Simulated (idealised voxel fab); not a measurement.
voxel capacitor over wiring: a process module
cross-section cut | 245 nm wide | cells 5 nm
This document writes a cross-section as a grid whose cells are square, and gives it as bands, listed from the top down; one or more rows of cells form a band.
The entry gives the band's vertical extent as a top height and a bottom height in nm, then its horizontal make-up as materials from left to right, each with a width in nm. "blank" stands for empty space; a single material marked "throughout" fills the band edge to edge.
It should be noted that heights are counted from 0, beneath which the wafer as supplied is of one material throughout, and that the lowest band possesses no lower boundary but continues downward, as written in "0 nm and below".
Width: "30->40" (first number = top row, second number = bottom row, same change from row to row of cells).
No cell of the cross-section changed in a step that is given as "nothing different".
Closed void table: empty space of 8 cells or more with no open way to the top, each as width x height at its distance from the left edge, in nm
What comes after the settings on a step's line is commentary from the simulator itself on that step.
overlay nm: for a step with a mask, the amount by which the mask lay right of where it was planned; a negative amount means left of it.
Reading key. Pairs: pre-step and post-step cross-section, one process step apart; post-step view only to lowest changed band. Step between + settings: beneath pair. Runs: pairs may be from different runs of this module, same starting wafer. Continuation from pair above: only where "Pre-step snapshot" entry says.
Pre-step snapshot:
	0 nm and below = Si throughout
	Closed void table: none
Sectional Result:
	15 nm to 0 nm = SiO2 throughout
	Lower than 0, everything is as it was.
	Closed void table: none
Step taken after the before cross-section and before the after cross-section above: CONFORMAL_DEP (material SiO2; thk nm 15)
Pre-step snapshot: cross-section not repeated; it is the one shown after the step in the pair just above.
Sectional Result:
	20 nm to 15 nm = TiN throughout
	Lower than 15, everything is as it was.
	Closed void table: none
Step taken after the before cross-section and before the after cross-section above: DIRECTIONAL_DEP (material TiN; thk nm 5)
Pre-step snapshot: cross-section not repeated; it is the one shown after the step in the pair just above.
Sectional Result:
	40 nm to 20 nm = W throughout
	Lower than 20, everything is as it was.
	Closed void table: none
Step taken after the before cross-section and before the after cross-section above: DIRECTIONAL_DEP (material W; thk nm 20)
Pre-step snapshot: cross-section not repeated; it is the one shown after the step in the pair just above.
Sectional Result:
	55 nm to 40 nm = aC throughout
	Lower than 40, everything is as it was.
	Closed void table: none
Step taken after the before cross-section and before the after cross-section above: DIRECTIONAL_DEP (material aC; thk nm 15)
Pre-step snapshot: cross-section not repeated; it is the one shown after the step in the pair just above.
Sectional Result:
	90 nm to 55 nm = blank 60, resist 30, blank 60, resist 30, blank 65
	Lower than 55, everything is as it was.
	Closed void table: none
Step taken after the before cross-section and before the after cross-section above: PATTERN (tone cover; mask id METAL_1; material resist; width nm 30; pitch nm 90; thk nm 35; overlay nm 0)
Pre-step snapshot: cross-section not repeated; it is the one shown after the step in the pair just above.
Sectional Result:
	75 nm to 55 nm = blank 60, resist 30, blank 60, resist 30, blank 65
	55 nm to 40 nm = blank 60, aC 30, blank 60, aC 30, blank 65
	Lower than 40, everything is as it was.
	Closed void table: none
Step taken after the before cross-section and before the after cross-section above: DIRECTIONAL_ETCH (etch materials aC; depth nm 15)
Pre-step snapshot: cross-section not repeated; it is the one shown after the step in the pair just above.
Sectional Result:
	55 nm to 40 nm = blank 60, aC 30, blank 60, aC 30, blank 65
	Lower than 40, everything is as it was.
	Closed void table: none
Step taken after the before cross-section and before the after cross-section above: STRIP (etch materials resist)
Pre-step snapshot: cross-section not repeated; it is the one shown after the step in the pair just above.
Sectional Result:
	55 nm to 40 nm = blank 60, aC 30, blank 60, aC 30, blank 65
	40 nm to 20 nm = blank 60, W 30, blank 60, W 30, blank 65
	Lower than 20, everything is as it was.
	Closed void table: none
Step taken after the before cross-section and before the after cross-section above: DIRECTIONAL_ETCH (etch materials W; depth nm 20)
Pre-step snapshot: cross-section not repeated; it is the one shown after the step in the pair just above.
Sectional Result:
	55 nm to 40 nm = blank 60, aC 30, blank 60, aC 30, blank 65
	40 nm to 20 nm = blank 60, W 30, blank 60, W 30, blank 65
	20 nm to 15 nm = blank 60, TiN 30, blank 60, TiN 30, blank 65
	Lower than 15, everything is as it was.
	Closed void table: none
Step taken after the before cross-section and before the after cross-section above: DIRECTIONAL_ETCH (etch materials TiN; depth nm 5)
Pre-step snapshot: cross-section not repeated; it is the one shown after the step in the pair just above.
Sectional Result:
	40 nm to 20 nm = blank 60, W 30, blank 60, W 30, blank 65
	Lower than 20, everything is as it was.
	Closed void table: none
Step taken after the before cross-section and before the after cross-section above: STRIP (etch materials aC)
Pre-step snapshot: cross-section not repeated; it is the one shown after the step in the pair just above.
Sectional Result:
	45 nm to 40 nm = lowk throughout
	40 nm to 20 nm = lowk 60, W 30, lowk 60, W 30, lowk 65
	20 nm to 15 nm = lowk 60, TiN 30, lowk 60, TiN 30, lowk 65
	Lower than 15, everything is as it was.
	Closed void table: none
Step taken after the before cross-section and before the after cross-section above: FILL_DEP (material lowk; thk nm 5)
Pre-step snapshot: cross-section not repeated; it is the one shown after the step in the pair just above.
Sectional Result:
	40 nm to 20 nm = lowk 60, W 30, lowk 60, W 30, lowk 65
	Lower than 20, everything is as it was.
	Closed void table: none
Step taken after the before cross-section and before the after cross-section above: CMP (height nm 40)
Pre-step snapshot: cross-section not repeated; it is the one shown after the step in the pair just above.
Sectional Result:
	45 nm to 40 nm = SiCN throughout
	Lower than 40, everything is as it was.
	Closed void table: none
Step taken after the before cross-section and before the after cross-section above: CONFORMAL_DEP (material SiCN; thk nm 5)
Pre-step snapshot: cross-section not repeated; it is the one shown after the step in the pair just above.
Sectional Result:
	55 nm to 45 nm = lowk throughout
	Lower than 45, everything is as it was.
	Closed void table: none
Step taken after the before cross-section and before the after cross-section above: DIRECTIONAL_DEP (material lowk; thk nm 10)
Pre-step snapshot: cross-section not repeated; it is the one shown after the step in the pair just above.
Sectional Result:
	65 nm to 55 nm = aC throughout
	Lower than 55, everything is as it was.
	Closed void table: none
Step taken after the before cross-section and before the after cross-section above: DIRECTIONAL_DEP (material aC; thk nm 10)
Pre-step snapshot: cross-section not repeated; it is the one shown after the step in the pair just above.
Sectional Result:
	90 nm to 65 nm = resist 75, blank 15, resist 155
	Lower than 65, everything is as it was.
	Closed void table: none
Step taken after the before cross-section and before the after cross-section above: PATTERN (tone open; mask id PLUG_1; material resist; width nm 15; thk nm 25; overlay nm 0)
Pre-step snapshot: cross-section not repeated; it is the one shown after the step in the pair just above.
Sectional Result:
	80 nm to 65 nm = resist 75, blank 15, resist 155
	65 nm to 55 nm = aC 75, blank 15, aC 155
	Lower than 55, everything is as it was.
	Closed void table: none
Step taken after the before cross-section and before the after cross-section above: DIRECTIONAL_ETCH (etch materials aC; depth nm 10)
Pre-step snapshot: cross-section not repeated; it is the one shown after the step in the pair just above.
Sectional Result:
	65 nm to 55 nm = aC 75, blank 15, aC 155
	Lower than 55, everything is as it was.
	Closed void table: none
Step taken after the before cross-section and before the after cross-section above: STRIP (etch materials resist)
Pre-step snapshot: cross-section not repeated; it is the one shown after the step in the pair just above.
Sectional Result:
	65 nm to 55 nm = aC 75, blank 15, aC 155
	55 nm to 45 nm = lowk 75, blank 15, lowk 155
	Lower than 45, everything is as it was.
	Closed void table: none
Step taken after the before cross-section and before the after cross-section above: DIRECTIONAL_ETCH (etch materials lowk; depth nm 10)
Pre-step snapshot: cross-section not repeated; it is the one shown after the step in the pair just above.
Sectional Result:
	65 nm to 55 nm = aC 75, blank 15, aC 155
	55 nm to 45 nm = lowk 75, blank 15, lowk 155
	45 nm to 40 nm = SiCN 75, blank 15, SiCN 155
	Lower than 40, everything is as it was.
	Closed void table: none
Step taken after the before cross-section and before the after cross-section above: DIRECTIONAL_ETCH (etch materials SiCN; depth nm 5)
Pre-step snapshot: cross-section not repeated; it is the one shown after the step in the pair just above.
Sectional Result:
	55 nm to 45 nm = lowk 75, blank 15, lowk 155
	Lower than 45, everything is as it was.
	Closed void table: none
Step taken after the before cross-section and before the after cross-section above: STRIP (etch materials aC)
Pre-step snapshot: cross-section not repeated; it is the one shown after the step in the pair just above.
Sectional Result:
	55 nm to 50 nm = lowk 75, blank 15, lowk 155
	50 nm to 45 nm = lowk 75, Ru 15, lowk 155
	45 nm to 40 nm = SiCN 75, Ru 15, SiCN 155
	Lower than 40, everything is as it was.
	Closed void table: none
Step taken after the before cross-section and before the after cross-section above: EPI (material Ru; thk nm 10)
Pre-step snapshot: cross-section not repeated; it is the one shown after the step in the pair just above.
Sectional Result:
	55 nm to 45 nm = lowk 75, Ru 15, lowk 155
	Lower than 45, everything is as it was.
	Closed void table: none
Step taken after the before cross-section and before the after cross-section above: EPI (material Ru; thk nm 5)
Pre-step snapshot: cross-section not repeated; it is the one shown after the step in the pair just above.
Sectional Result:
	60 nm to 55 nm = TiN throughout
	Lower than 55, everything is as it was.
	Closed void table: none
Step taken after the before cross-section and before the after cross-section above: DIRECTIONAL_DEP (material TiN; thk nm 5)
Pre-step snapshot: cross-section not repeated; it is the one shown after the step in the pair just above.
Sectional Result:
	65 nm to 60 nm = Al2O3 throughout
	Lower than 60, everything is as it was.
	Closed void table: none
Step taken after the before cross-section and before the after cross-section above: DIRECTIONAL_DEP (material Al2O3; thk nm 5)
Pre-step snapshot: cross-section not repeated; it is the one shown after the step in the pair just above.
Sectional Result:
	70 nm to 65 nm = TiN throughout
	Lower than 65, everything is as it was.
	Closed void table: none
Step taken after the before cross-section and before the after cross-section above: DIRECTIONAL_DEP (material TiN; thk nm 5)
Pre-step snapshot: cross-section not repeated; it is the one shown after the step in the pair just above.
Sectional Result:
	85 nm to 70 nm = blank 75, resist 65, blank 105
	Lower than 70, everything is as it was.
	Closed void table: none
Step taken after the before cross-section and before the after cross-section above: PATTERN (tone cover; mask id UPPER_PLATE; material resist; width nm 65; thk nm 15; overlay nm 0)
Pre-step snapshot: cross-section not repeated; it is the one shown after the step in the pair just above.
Sectional Result:
	85 nm to 70 nm = blank 75, resist 65, blank 105
	70 nm to 65 nm = blank 75, TiN 65, blank 105
	Lower than 65, everything is as it was.
	Closed void table: none
Step taken after the before cross-section and before the after cross-section above: DIRECTIONAL_ETCH (etch materials TiN; depth nm 5)
Pre-step snapshot: cross-section not repeated; it is the one shown after the step in the pair just above.
Sectional Result:
	85 nm to 70 nm = blank 75, resist 65, blank 105
	70 nm to 65 nm = blank 75, TiN 65, blank 105
	65 nm to 60 nm = blank 75, Al2O3 65, blank 105
	Lower than 60, everything is as it was.
	Closed void table: none
Step taken after the before cross-section and before the after cross-section above: DIRECTIONAL_ETCH (etch materials Al2O3; depth nm 5)
Pre-step snapshot: cross-section not repeated; it is the one shown after the step in the pair just above.
Sectional Result:
	70 nm to 65 nm = blank 75, TiN 65, blank 105
	Lower than 65, everything is as it was.
	Closed void table: none
Step taken after the before cross-section and before the after cross-section above: STRIP (etch materials resist)
Pre-step snapshot: cross-section not repeated; it is the one shown after the step in the pair just above.
Sectional Result:
	80 nm to 70 nm = blank 75, aC 65, blank 105
	70 nm to 65 nm = aC 75, TiN 65, aC 105
	65 nm to 60 nm = aC 75, Al2O3 65, aC 105
	Lower than 60, everything is as it was.
	Closed void table: none
Step taken after the before cross-section and before the after cross-section above: DIRECTIONAL_DEP (material aC; thk nm 10)
Pre-step snapshot: cross-section not repeated; it is the one shown after the step in the pair just above.
Sectional Result:
	110 nm to 80 nm = blank 70, resist 75, blank 100
	80 nm to 70 nm = blank 70, resist 5, aC 65, resist 5, blank 100
	Lower than 70, everything is as it was.
	Closed void table: none
Step taken after the before cross-section and before the after cross-section above: PATTERN (tone cover; mask id LOWER_PLATE; material resist; width nm 75; thk nm 30; overlay nm 0)
Pre-step snapshot: cross-section not repeated; it is the one shown after the step in the pair just above.
Sectional Result:
	100 nm to 80 nm = blank 70, resist 75, blank 100
	80 nm to 70 nm = blank 70, resist 5, aC 65, resist 5, blank 100
	70 nm to 65 nm = blank 70, aC 5, TiN 65, aC 5, blank 100
	65 nm to 60 nm = blank 70, aC 5, Al2O3 65, aC 5, blank 100
	Lower than 60, everything is as it was.
	Closed void table: none
Step taken after the before cross-section and before the after cross-section above: DIRECTIONAL_ETCH (etch materials aC; depth nm 10)
Pre-step snapshot: cross-section not repeated; it is the one shown after the step in the pair just above.
Sectional Result:
	80 nm to 70 nm = blank 75, aC 65, blank 105
	Lower than 70, everything is as it was.
	Closed void table: none
Step taken after the before cross-section and before the after cross-section above: STRIP (etch materials resist)
Pre-step snapshot: cross-section not repeated; it is the one shown after the step in the pair just above.
Sectional Result:
	80 nm to 70 nm = blank 75, aC 65, blank 105
	70 nm to 65 nm = blank 70, aC 5, TiN 65, aC 5, blank 100
	65 nm to 60 nm = blank 70, aC 5, Al2O3 65, aC 5, blank 100
	60 nm to 55 nm = blank 70, TiN 75, blank 100
	Lower than 55, everything is as it was.
	Closed void table: none
Step taken after the before cross-section and before the after cross-section above: DIRECTIONAL_ETCH (etch materials TiN; depth nm 5)
Pre-step snapshot: cross-section not repeated; it is the one shown after the step in the pair just above.
Sectional Result:
	70 nm to 65 nm = blank 75, TiN 65, blank 105
	65 nm to 60 nm = blank 75, Al2O3 65, blank 105
	Lower than 60, everything is as it was.
	Closed void table: none
Step taken after the before cross-section and before the after cross-section above: STRIP (etch materials aC)
Pre-step snapshot: cross-section not repeated; it is the one shown after the step in the pair just above.
Sectional Result:
	85 nm to 70 nm = SiO2 throughout
	70 nm to 65 nm = SiO2 75, TiN 65, SiO2 105
	65 nm to 60 nm = SiO2 75, Al2O3 65, SiO2 105
	60 nm to 55 nm = SiO2 70, TiN 75, SiO2 100
	Lower than 55, everything is as it was.
	Closed void table: none
Step taken after the before cross-section and before the after cross-section above: FILL_DEP (material SiO2; thk nm 15)
Pre-step snapshot: cross-section not repeated; it is the one shown after the step in the pair just above.
Sectional Result:
	80 nm to 70 nm = SiO2 throughout
	Lower than 70, everything is as it was.
	Closed void table: none
Step taken after the before cross-section and before the after cross-section above: CMP (height nm 80)
Pre-step snapshot: cross-section not repeated; it is the one shown after the step in the pair just above.
Sectional Result:
	95 nm to 80 nm = resist 85, blank 15, resist 145
	Lower than 80, everything is as it was.
	Closed void table: none
Step taken after the before cross-section and before the after cross-section above: PATTERN (tone open; mask id PLUG_2; material resist; width nm 15; thk nm 15; overlay nm 0)
Pre-step snapshot: cross-section not repeated; it is the one shown after the step in the pair just above.
Sectional Result:
	95 nm to 80 nm = resist 85, blank 15, resist 145
	80 nm to 70 nm = SiO2 85, blank 15, SiO2 145
	Lower than 70, everything is as it was.
	Closed void table: none
Step taken after the before cross-section and before the after cross-section above: DIRECTIONAL_ETCH (etch materials SiO2; depth nm 10)
Pre-step snapshot: cross-section not repeated; it is the one shown after the step in the pair just above.
Sectional Result:
	80 nm to 70 nm = SiO2 85, blank 15, SiO2 145
	Lower than 70, everything is as it was.
	Closed void table: none
Step taken after the before cross-section and before the after cross-section above: STRIP (etch materials resist)
Pre-step snapshot: cross-section not repeated; it is the one shown after the step in the pair just above.
Sectional Result:
	85 nm to 80 nm = TiN 90, blank 5, TiN 150
	80 nm to 75 nm = SiO2 85, TiN 5, blank 5, TiN 5, SiO2 145
	75 nm to 65 nm = SiO2 85->75, TiN 15->65, SiO2 145->105
	Lower than 65, everything is as it was.
	Closed void table: none
Step taken after the before cross-section and before the after cross-section above: CONFORMAL_DEP (material TiN; thk nm 5)
Pre-step snapshot: cross-section not repeated; it is the one shown after the step in the pair just above.
Sectional Result:
	95 nm to 85 nm = Cu throughout
	85 nm to 80 nm = TiN 90, Cu 5, TiN 150
	80 nm to 75 nm = SiO2 85, TiN 5, Cu 5, TiN 5, SiO2 145
	Lower than 75, everything is as it was.
	Closed void table: none
Step taken after the before cross-section and before the after cross-section above: FILL_DEP (material Cu; thk nm 10)
Pre-step snapshot: cross-section not repeated; it is the one shown after the step in the pair just above.
Sectional Result:
	80 nm to 75 nm = SiO2 85, TiN 5, Cu 5, TiN 5, SiO2 145
	Lower than 75, everything is as it was.
	Closed void table: none
Step taken after the before cross-section and before the after cross-section above: CMP (height nm 80)
Pre-step snapshot: cross-section not repeated; it is the one shown after the step in the pair just above.
Sectional Result:
	85 nm to 80 nm = SiN throughout
	Lower than 80, everything is as it was.
	Closed void table: none
Step taken after the before cross-section and before the after cross-section above: CONFORMAL_DEP (material SiN; thk nm 5)
Pre-step snapshot:
	60 nm to 55 nm = TiN throughout
	55 nm to 45 nm = lowk 75, Ru 15, lowk 155
	45 nm to 40 nm = SiCN 75, Ru 15, SiCN 155
	40 nm to 20 nm = lowk 60, W 30, lowk 60, W 30, lowk 65
	20 nm to 15 nm = lowk 60, TiN 30, lowk 60, TiN 30, lowk 65
	15 nm to 0 nm = SiO2 throughout
	0 nm and below = Si throughout
	Closed void table: none
Sectional Result:
	65 nm to 55 nm = TiN throughout
	Lower than 55, everything is as it was.
	Closed void table: none
Step taken after the before cross-section and before the after cross-section above: DIRECTIONAL_DEP (material TiN; thk nm 5)
Pre-step snapshot: cross-section not repeated; it is the one shown after the step in the pair just above.
Sectional Result:
	80 nm to 65 nm = blank 75, resist 65, blank 105
	Lower than 65, everything is as it was.
	Closed void table: none
Step taken after the before cross-section and before the after cross-section above: PATTERN (tone cover; mask id UPPER_PLATE; material resist; width nm 65; thk nm 15; overlay nm 0)
Pre-step snapshot: cross-section not repeated; it is the one shown after the step in the pair just above.
Sectional Result:
	80 nm to 65 nm = blank 75, resist 65, blank 105
	65 nm to 60 nm = blank 75, TiN 65, blank 105
	Lower than 60, everything is as it was.
	Closed void table: none
Step taken after the before cross-section and before the after cross-section above: DIRECTIONAL_ETCH (etch materials TiN; depth nm 5)
Pre-step snapshot: cross-section not repeated; it is the one shown after the step in the pair just above.
Sectional Result:
	65 nm to 60 nm = blank 75, TiN 65, blank 105
	Lower than 60, everything is as it was.
	Closed void table: none
Step taken after the before cross-section and before the after cross-section above: STRIP (etch materials resist)
Pre-step snapshot: cross-section not repeated; it is the one shown after the step in the pair just above.
Sectional Result:
	75 nm to 70 nm = blank 75, aC 65, blank 105
	70 nm to 65 nm = aC throughout
	65 nm to 60 nm = aC 75, TiN 65, aC 105
	Lower than 60, everything is as it was.
	Closed void table: none
Step taken after the before cross-section and before the after cross-section above: DIRECTIONAL_DEP (material aC; thk nm 10)
Pre-step snapshot: cross-section not repeated; it is the one shown after the step in the pair just above.
Sectional Result:
	105 nm to 75 nm = blank 70, resist 75, blank 100
	75 nm to 70 nm = blank 70, resist 5, aC 65, resist 5, blank 100
	Lower than 70, everything is as it was.
	Closed void table: none
Step taken after the before cross-section and before the after cross-section above: PATTERN (tone cover; mask id LOWER_PLATE; material resist; width nm 75; thk nm 30; overlay nm 0)
Pre-step snapshot: cross-section not repeated; it is the one shown after the step in the pair just above.
Sectional Result:
	95 nm to 75 nm = blank 70, resist 75, blank 100
	75 nm to 70 nm = blank 70, resist 5, aC 65, resist 5, blank 100
	70 nm to 65 nm = blank 70, aC 75, blank 100
	65 nm to 60 nm = blank 70, aC 5, TiN 65, aC 5, blank 100
	Lower than 60, everything is as it was.
	Closed void table: none
Step taken after the before cross-section and before the after cross-section above: DIRECTIONAL_ETCH (etch materials aC; depth nm 10)
Pre-step snapshot: cross-section not repeated; it is the one shown after the step in the pair just above.
Sectional Result:
	75 nm to 65 nm = blank 75->70, aC 65->75, blank 105->100
	Lower than 65, everything is as it was.
	Closed void table: none
Step taken after the before cross-section and before the after cross-section above: STRIP (etch materials resist)
Pre-step snapshot: cross-section not repeated; it is the one shown after the step in the pair just above.
Sectional Result:
	75 nm to 65 nm = blank 75->70, aC 65->75, blank 105->100
	65 nm to 60 nm = blank 70, aC 5, TiN 65, aC 5, blank 100
	60 nm to 55 nm = blank 70, TiN 75, blank 100
	Lower than 55, everything is as it was.
	Closed void table: none
Step taken after the before cross-section and before the after cross-section above: DIRECTIONAL_ETCH (etch materials TiN; depth nm 5)
Pre-step snapshot: cross-section not repeated; it is the one shown after the step in the pair just above.
Sectional Result:
	65 nm to 55 nm = blank 75->70, TiN 65->75, blank 105->100
	Lower than 55, everything is as it was.
	Closed void table: none
Step taken after the before cross-section and before the after cross-section above: STRIP (etch materials aC)
Pre-step snapshot: cross-section not repeated; it is the one shown after the step in the pair just above.
Sectional Result:
	80 nm to 65 nm = SiO2 throughout
	65 nm to 55 nm = SiO2 75->70, TiN 65->75, SiO2 105->100
	Lower than 55, everything is as it was.
	Closed void table: none
Step taken after the before cross-section and before the after cross-section above: FILL_DEP (material SiO2; thk nm 15)
Pre-step snapshot: cross-section not repeated; it is the one shown after the step in the pair just above.
Sectional Result:
	95 nm to 80 nm = resist 85, blank 15, resist 145
	Lower than 80, everything is as it was.
	Closed void table: none
Step taken after the before cross-section and before the after cross-section above: PATTERN (tone open; mask id PLUG_2; material resist; width nm 15; thk nm 15; overlay nm 0)
Pre-step snapshot: cross-section not repeated; it is the one shown after the step in the pair just above.
Sectional Result:
	95 nm to 80 nm = resist 85, blank 15, resist 145
	80 nm to 70 nm = SiO2 85, blank 15, SiO2 145
	Lower than 70, everything is as it was.
	Closed void table: none
Step taken after the before cross-section and before the after cross-section above: DIRECTIONAL_ETCH (etch materials SiO2; depth nm 10)
Pre-step snapshot: cross-section not repeated; it is the one shown after the step in the pair just above.
Sectional Result:
	80 nm to 70 nm = SiO2 85, blank 15, SiO2 145
	Lower than 70, everything is as it was.
	Closed void table: none
Step taken after the before cross-section and before the after cross-section above: STRIP (etch materials resist)
Pre-step snapshot: cross-section not repeated; it is the one shown after the step in the pair just above.
Sectional Result:
	85 nm to 80 nm = TiN 90, blank 5, TiN 150
	80 nm to 75 nm = SiO2 85, TiN 5, blank 5, TiN 5, SiO2 145
	75 nm to 70 nm = SiO2 85, TiN 15, SiO2 145
	Lower than 70, everything is as it was.
	Closed void table: none
Step taken after the before cross-section and before the after cross-section above: CONFORMAL_DEP (material TiN; thk nm 5)
Pre-step snapshot: cross-section not repeated; it is the one shown after the step in the pair just above.
Sectional Result:
	95 nm to 85 nm = Cu throughout
	85 nm to 80 nm = TiN 90, Cu 5, TiN 150
	80 nm to 75 nm = SiO2 85, TiN 5, Cu 5, TiN 5, SiO2 145
	Lower than 75, everything is as it was.
	Closed void table: none
Step taken after the before cross-section and before the after cross-section above: FILL_DEP (material Cu; thk nm 10)
Pre-step snapshot: cross-section not repeated; it is the one shown after the step in the pair just above.
Sectional Result:
	80 nm to 75 nm = SiO2 85, TiN 5, Cu 5, TiN 5, SiO2 145
	Lower than 75, everything is as it was.
	Closed void table: none
Step taken after the before cross-section and before the after cross-section above: CMP (height nm 80)
Pre-step snapshot: cross-section not repeated; it is the one shown after the step in the pair just above.
Sectional Result:
	85 nm to 80 nm = SiN throughout
	Lower than 80, everything is as it was.
	Closed void table: none
Step taken after the before cross-section and before the after cross-section above: CONFORMAL_DEP (material SiN; thk nm 5)
Pre-step snapshot:
	15 nm to 0 nm = SiO2 throughout
	0 nm and below = Si throughout
	Closed void table: none
Sectional Result:
	30 nm to 0 nm = SiO2 throughout
	Lower than 0, everything is as it was.
	Closed void table: none
Step taken after the before cross-section and before the after cross-section above: CONFORMAL_DEP (material SiO2; thk nm 15)
Pre-step snapshot: cross-section not repeated; it is the one shown after the step in the pair just above.
Sectional Result:
	35 nm to 30 nm = TiN throughout
	Lower than 30, everything is as it was.
	Closed void table: none
Step taken after the before cross-section and before the after cross-section above: DIRECTIONAL_DEP (material TiN; thk nm 5)
Pre-step snapshot: cross-section not repeated; it is the one shown after the step in the pair just above.
Sectional Result:
	55 nm to 35 nm = W throughout
	Lower than 35, everything is as it was.
	Closed void table: none
Step taken after the before cross-section and before the after cross-section above: DIRECTIONAL_DEP (material W; thk nm 20)
Pre-step snapshot: cross-section not repeated; it is the one shown after the step in the pair just above.
Sectional Result:
	70 nm to 55 nm = aC throughout
	Lower than 55, everything is as it was.
	Closed void table: none
Step taken after the before cross-section and before the after cross-section above: DIRECTIONAL_DEP (material aC; thk nm 15)
Pre-step snapshot: cross-section not repeated; it is the one shown after the step in the pair just above.
Sectional Result:
	105 nm to 70 nm = blank 60, resist 30, blank 60, resist 30, blank 65
	Lower than 70, everything is as it was.
	Closed void table: none
Step taken after the before cross-section and before the after cross-section above: PATTERN (tone cover; mask id METAL_1; material resist; width nm 30; pitch nm 90; thk nm 35; overlay nm 0)
Pre-step snapshot: cross-section not repeated; it is the one shown after the step in the pair just above.
Sectional Result:
	90 nm to 70 nm = blank 60, resist 30, blank 60, resist 30, blank 65
	70 nm to 55 nm = blank 60, aC 30, blank 60, aC 30, blank 65
	Lower than 55, everything is as it was.
	Closed void table: none
Step taken after the before cross-section and before the after cross-section above: DIRECTIONAL_ETCH (etch materials aC; depth nm 15)
Pre-step snapshot: cross-section not repeated; it is the one shown after the step in the pair just above.
Sectional Result:
	70 nm to 55 nm = blank 60, aC 30, blank 60, aC 30, blank 65
	Lower than 55, everything is as it was.
	Closed void table: none
Step taken after the before cross-section and before the after cross-section above: STRIP (etch materials resist)
Pre-step snapshot: cross-section not repeated; it is the one shown after the step in the pair just above.
Sectional Result:
	70 nm to 55 nm = blank 60, aC 30, blank 60, aC 30, blank 65
	55 nm to 35 nm = blank 60, W 30, blank 60, W 30, blank 65
	Lower than 35, everything is as it was.
	Closed void table: none
Step taken after the before cross-section and before the after cross-section above: DIRECTIONAL_ETCH (etch materials W; depth nm 20)
Pre-step snapshot: cross-section not repeated; it is the one shown after the step in the pair just above.
Sectional Result:
	70 nm to 55 nm = blank 60, aC 30, blank 60, aC 30, blank 65
	55 nm to 35 nm = blank 60, W 30, blank 60, W 30, blank 65
	35 nm to 30 nm = blank 60, TiN 30, blank 60, TiN 30, blank 65
	Lower than 30, everything is as it was.
	Closed void table: none
Step taken after the before cross-section and before the after cross-section above: DIRECTIONAL_ETCH (etch materials TiN; depth nm 5)
Pre-step snapshot: cross-section not repeated; it is the one shown after the step in the pair just above.
Sectional Result:
	55 nm to 35 nm = blank 60, W 30, blank 60, W 30, blank 65
	Lower than 35, everything is as it was.
	Closed void table: none
Step taken after the before cross-section and before the after cross-section above: STRIP (etch materials aC)
Pre-step snapshot: cross-section not repeated; it is the one shown after the step in the pair just above.
Sectional Result:
	60 nm to 55 nm = lowk throughout
	55 nm to 35 nm = lowk 60, W 30, lowk 60, W 30, lowk 65
	35 nm to 30 nm = lowk 60, TiN 30, lowk 60, TiN 30, lowk 65
	Lower than 30, everything is as it was.
	Closed void table: none
Step taken after the before cross-section and before the after cross-section above: FILL_DEP (material lowk; thk nm 5)
Pre-step snapshot: cross-section not repeated; it is the one shown after the step in the pair just above.
Sectional Result:
	40 nm to 35 nm = lowk 60, W 30, lowk 60, W 30, lowk 65
	Lower than 35, everything is as it was.
	Closed void table: none
Step taken after the before cross-section and before the after cross-section above: CMP (height nm 40)
Pre-step snapshot: cross-section not repeated; it is the one shown after the step in the pair just above.
Sectional Result:
	45 nm to 40 nm = SiCN throughout
	Lower than 40, everything is as it was.
	Closed void table: none
Step taken after the before cross-section and before the after cross-section above: CONFORMAL_DEP (material SiCN; thk nm 5)
Pre-step snapshot: cross-section not repeated; it is the one shown after the step in the pair just above.
Sectional Result:
	55 nm to 45 nm = lowk throughout
	Lower than 45, everything is as it was.
	Closed void table: none
Step taken after the before cross-section and before the after cross-section above: DIRECTIONAL_DEP (material lowk; thk nm 10)
Pre-step snapshot: cross-section not repeated; it is the one shown after the step in the pair just above.
Sectional Result:
	65 nm to 55 nm = aC throughout
	Lower than 55, everything is as it was.
	Closed void table: none
Step taken after the before cross-section and before the after cross-section above: DIRECTIONAL_DEP (material aC; thk nm 10)
Pre-step snapshot: cross-section not repeated; it is the one shown after the step in the pair just above.
Sectional Result:
	90 nm to 65 nm = resist 75, blank 15, resist 155
	Lower than 65, everything is as it was.
	Closed void table: none
Step taken after the before cross-section and before the after cross-section above: PATTERN (tone open; mask id PLUG_1; material resist; width nm 15; thk nm 25; overlay nm 0)
Pre-step snapshot: cross-section not repeated; it is the one shown after the step in the pair just above.
Sectional Result:
	80 nm to 65 nm = resist 75, blank 15, resist 155
	65 nm to 55 nm = aC 75, blank 15, aC 155
	Lower than 55, everything is as it was.
	Closed void table: none
Step taken after the before cross-section and before the after cross-section above: DIRECTIONAL_ETCH (etch materials aC; depth nm 10)
Pre-step snapshot: cross-section not repeated; it is the one shown after the step in the pair just above.
Sectional Result:
	65 nm to 55 nm = aC 75, blank 15, aC 155
	Lower than 55, everything is as it was.
	Closed void table: none
Step taken after the before cross-section and before the after cross-section above: STRIP (etch materials resist)
Pre-step snapshot: cross-section not repeated; it is the one shown after the step in the pair just above.
Sectional Result:
	65 nm to 55 nm = aC 75, blank 15, aC 155
	55 nm to 45 nm = lowk 75, blank 15, lowk 155
	Lower than 45, everything is as it was.
	Closed void table: none
Step taken after the before cross-section and before the after cross-section above: DIRECTIONAL_ETCH (etch materials lowk; depth nm 10)
Pre-step snapshot: cross-section not repeated; it is the one shown after the step in the pair just above.
Sectional Result:
	65 nm to 55 nm = aC 75, blank 15, aC 155
	55 nm to 45 nm = lowk 75, blank 15, lowk 155
	45 nm to 40 nm = SiCN 75, blank 15, SiCN 155
	Lower than 40, everything is as it was.
	Closed void table: none
Step taken after the before cross-section and before the after cross-section above: DIRECTIONAL_ETCH (etch materials SiCN; depth nm 5)
Pre-step snapshot: cross-section not repeated; it is the one shown after the step in the pair just above.
Sectional Result:
	55 nm to 45 nm = lowk 75, blank 15, lowk 155
	Lower than 45, everything is as it was.
	Closed void table: none
Step taken after the before cross-section and before the after cross-section above: STRIP (etch materials aC)
Pre-step snapshot: cross-section not repeated; it is the one shown after the step in the pair just above.
Sectional Result:
	55 nm to 50 nm = lowk 75, blank 15, lowk 155
	50 nm to 45 nm = lowk 75, Ru 15, lowk 155
	45 nm to 40 nm = SiCN 75, Ru 15, SiCN 155
	Lower than 40, everything is as it was.
	Closed void table: none
Step taken after the before cross-section and before the after cross-section above: EPI (material Ru; thk nm 10)
Pre-step snapshot: cross-section not repeated; it is the one shown after the step in the pair just above.
Sectional Result:
	55 nm to 45 nm = lowk 75, Ru 15, lowk 155
	Lower than 45, everything is as it was.
	Closed void table: none
Step taken after the before cross-section and before the after cross-section above: EPI (material Ru; thk nm 5)
Pre-step snapshot: cross-section not repeated; it is the one shown after the step in the pair just above.
Sectional Result:
	60 nm to 55 nm = TiN throughout
	Lower than 55, everything is as it was.
	Closed void table: none
Step taken after the before cross-section and before the after cross-section above: DIRECTIONAL_DEP (material TiN; thk nm 5)
